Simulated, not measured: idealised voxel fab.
process module | voxel wiring stack
cross-section cut | 255 nm wide | cells 5 nm
A cross-section is a grid of square cells, given in bands from the top down. A band is one or more rows of cells.
Each band's line starts with the height of the band's top and of its bottom, in nm. Then come its materials from left to right, each with its width in nm. One material with "throughout" fills the band from edge to edge. "air" is empty space.
Height 0 is the level under which the wafer as received is all one material. The lowest band goes on downwards, as in "0 down".
A width such as "30 to 40" changes by the same amount from each row of cells to the next, from the band's top row to its bottom row.
"no change" after a step means that no cell of the cross-section changed.
closed voids: empty space of 8 cells or more with no open way to the top, each as width x height at its distance from the left edge, in nm
after a step's settings: what the simulator itself notes on the step
overlay nm, on a step with a mask: how far to the right of its planned place the mask lay; to the left if negative
plan
1 op RECEIVE | material Si
2 op CONFORMAL_DEP | material SiO2 | thk nm 10
3 op CONFORMAL_DEP | material SiCN | thk nm 5
4 op DIRECTIONAL_DEP | material SiO2 | thk nm 15
5 op MASKED_ETCH | tone open | mask id METAL_1 | width nm 20 | pitch nm 50 | etch materials SiO2 | depth nm 15 | overlay nm 0
6 op MASKED_ETCH | tone open | mask id METAL_1 | width nm 20 | pitch nm 50 | etch materials SiCN | depth nm 5 | overlay nm 0
7 op CONFORMAL_DEP | material TiN | thk nm 5
8 op FILL_DEP | material Cu | thk nm 10
9 op CMP | height nm 30
10 op CONFORMAL_DEP | material SiCN | thk nm 5
11 op DIRECTIONAL_DEP | material SiO2 | thk nm 15
12 op MASKED_ETCH | tone open | mask id PLUG_1 | width nm 15 | pitch nm 100 | etch materials SiO2 | depth nm 15 | overlay nm 0
13 op MASKED_ETCH | tone open | mask id PLUG_1 | width nm 15 | pitch nm 100 | etch materials SiCN | depth nm 5 | overlay nm 0
14 op EPI | material Ru | thk nm 10
15 op EPI | material Ru | thk nm 10
16 op DIRECTIONAL_DEP | material TiN | thk nm 5
17 op DIRECTIONAL_DEP | material Ru | thk nm 20
18 op MASKED_ETCH | tone cover | mask id METAL_2 | width nm 20 | pitch nm 50 | etch materials Ru | depth nm 20 | overlay nm 0
19 op MASKED_ETCH | tone cover | mask id METAL_2 | width nm 20 | pitch nm 50 | etch materials TiN | depth nm 5 | overlay nm -15
20 op FILL_DEP | material lowk | thk nm 5
21 op CMP | height nm 75
22 op CONFORMAL_DEP | material SiCN | thk nm 5
varied across the wafers: overlay nm of step 19. The plan shows the first wafer's value. All wafers start alike
first wafer as received, after step 1
  0 down: Si throughout
  closed voids: none
each wafer at the end: cells of each material gained (+) or lost (-) since it was received, then its closed voids
overlay nm -15 | +24 Cu | +88 Ru | +131 SiCN | +342 SiO2 | +68 TiN | +163 lowk | closed voids: none
overlay nm -10 | +24 Cu | +88 Ru | +131 SiCN | +342 SiO2 | +64 TiN | +167 lowk | closed voids: none
overlay nm -5 | +24 Cu | +88 Ru | +131 SiCN | +342 SiO2 | +60 TiN | +171 lowk | closed voids: none
overlay nm 0 | +24 Cu | +88 Ru | +131 SiCN | +342 SiO2 | +56 TiN | +175 lowk | closed voids: none
overlay nm 5 | +24 Cu | +88 Ru | +131 SiCN | +342 SiO2 | +60 TiN | +171 lowk | closed voids: none
overlay nm 10 | +24 Cu | +88 Ru | +131 SiCN | +342 SiO2 | +64 TiN | +167 lowk | closed voids: none
overlay nm 15 | +24 Cu | +88 Ru | +131 SiCN | +342 SiO2 | +68 TiN | +163 lowk | closed voids: none
